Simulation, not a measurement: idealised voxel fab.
This section sets out a process module, namely voxel capacitor over wiring.
cross-section cut | 235 nm wide | cells 5 nm
When this document writes out a cross-section, it uses a grid of square cells and lists it as bands, beginning at the top and moving down, with a band standing for one or more rows of cells.
Top, bottom (nm), then materials left to right with widths (nm); lone material tagged "everywhere" fills the whole band edge to edge; "air" = empty space.
Height is counted from the level 0, under which the received wafer is composed throughout of one material. The lowest of the bands is not closed at the bottom but continues downward, in the notation "from 0 down".
So if you see something like "30->40" for the width, read it as the top row of the band sitting at the first number and the bottom row at the second, with every row in between moving by the same amount as the last.
Basically "no change occurred" means that step didn't change any cell in the cross-section.
The entry titled "Unvented cavities" provides the empty spaces that have no open way to the top, restricted to those of 8 cells or more. Each is presented as width x height at distance, the distance being measured from the left edge, with all three in nm.
Text after the settings on a step's line: the simulator's own remark on that step.
Steps that use a mask can have "overlay nm" on their line. It says how far the mask sat to the right of where it was meant to be. Negative means to the left.

Steps planned for the process
step 1: RECEIVE with material Si
step 2: CONFORMAL_DEP with material SiO2, thk nm 15
step 3: CONFORMAL_DEP with material SiCN, thk nm 5
step 4: DIRECTIONAL_DEP with material SiO2, thk nm 15
step 5: DIRECTIONAL_DEP with material aC, thk nm 10
step 6: PATTERN with tone open, mask id METAL_1, material resist, width nm 30, pitch nm 95, thk nm 25, overlay nm 0
step 7: DIRECTIONAL_ETCH with etch materials aC, depth nm 10
step 8: STRIP with etch materials resist
step 9: DIRECTIONAL_ETCH with etch materials SiO2, depth nm 15
step 10: DIRECTIONAL_ETCH with etch materials SiCN, depth nm 5
step 11: STRIP with etch materials aC
step 12: CONFORMAL_DEP with material TiN, thk nm 5
step 13: FILL_DEP with material Cu, thk nm 5
step 14: CMP with height nm 35
step 15: CONFORMAL_DEP with material SiCN, thk nm 5
step 16: DIRECTIONAL_DEP with material SiO2, thk nm 15
step 17: MASKED_ETCH with tone open, mask id PLUG_1, width nm 15, etch materials SiO2, depth nm 15, overlay nm 0
step 18: MASKED_ETCH with tone open, mask id PLUG_1, width nm 15, etch materials SiCN, depth nm 5, overlay nm 0
step 19: CONFORMAL_DEP with material TiN, thk nm 5
step 20: FILL_DEP with material Cu, thk nm 10
step 21: CMP with height nm 55
step 22: DIRECTIONAL_DEP with material TiN, thk nm 10
step 23: DIRECTIONAL_DEP with material SiN, thk nm 5
step 24: DIRECTIONAL_DEP with material TiN, thk nm 5
step 25: PATTERN with tone cover, mask id UPPER_PLATE, material resist, width nm 70, thk nm 20, overlay nm 0
step 26: DIRECTIONAL_ETCH with etch materials TiN, depth nm 5
step 27: DIRECTIONAL_ETCH with etch materials SiN, depth nm 5
step 28: STRIP with etch materials resist
step 29: PATTERN with tone cover, mask id LOWER_PLATE, material resist, width nm 80, thk nm 20, overlay nm 0
step 30: DIRECTIONAL_ETCH with etch materials TiN, depth nm 10
step 31: STRIP with etch materials resist
step 32: FILL_DEP with material SiO2, thk nm 20
step 33: CMP with height nm 90
step 34: DIRECTIONAL_DEP with material aC, thk nm 10
step 35: PATTERN with tone open, mask id PLUG_2, material resist, width nm 15, thk nm 30, overlay nm 0
step 36: DIRECTIONAL_ETCH with etch materials aC, depth nm 10
step 37: STRIP with etch materials resist
step 38: DIRECTIONAL_ETCH with etch materials SiO2, depth nm 15
step 39: STRIP with etch materials aC
step 40: CONFORMAL_DEP with material TiN, thk nm 5
step 41: FILL_DEP with material Ru, thk nm 10
step 42: CMP with height nm 90
step 43: CONFORMAL_DEP with material SiCN, thk nm 5

As-received wafer cross-section (after step 1)
> from 0 down: Si everywhere
> Unvented cavities: none

Wafer at module end, in section. Began as above, planned as above, run with one mistake
> from 95 to 90: SiCN everywhere
> from 90 to 80: SiO2 80, then TiN 5, then Ru 5, then TiN 5, then SiO2 140
> from 80 to 70: SiO2 80->70, then TiN 15->70, then SiO2 140->95
> from 70 to 65: SiO2 70, then SiN 70, then SiO2 95
> from 65 to 55: SiO2 65, then TiN 80, then SiO2 90
> from 55 to 45: SiO2 70, then TiN 5, then Cu 5, then TiN 5, then SiO2 150
> from 45 to 40: SiCN 70, then TiN 15, then SiCN 150
> from 40 to 35: TiN 60, then Cu 20, then TiN 75, then Cu 20, then TiN 60
> from 35 to 20: SiO2 55, then TiN 5, then Cu 20, then TiN 5, then SiO2 65, then TiN 5, then Cu 20, then TiN 5, then SiO2 55
> from 20 to 15: SiCN 55, then TiN 30, then SiCN 65, then TiN 30, then SiCN 55
> from 15 to 0: SiO2 everywhere
> from 0 down: Si everywhere
> Unvented cavities: none
Where did the run depart from the plan? off-plan run, step 14, actual operation and settings CMP with height nm 40
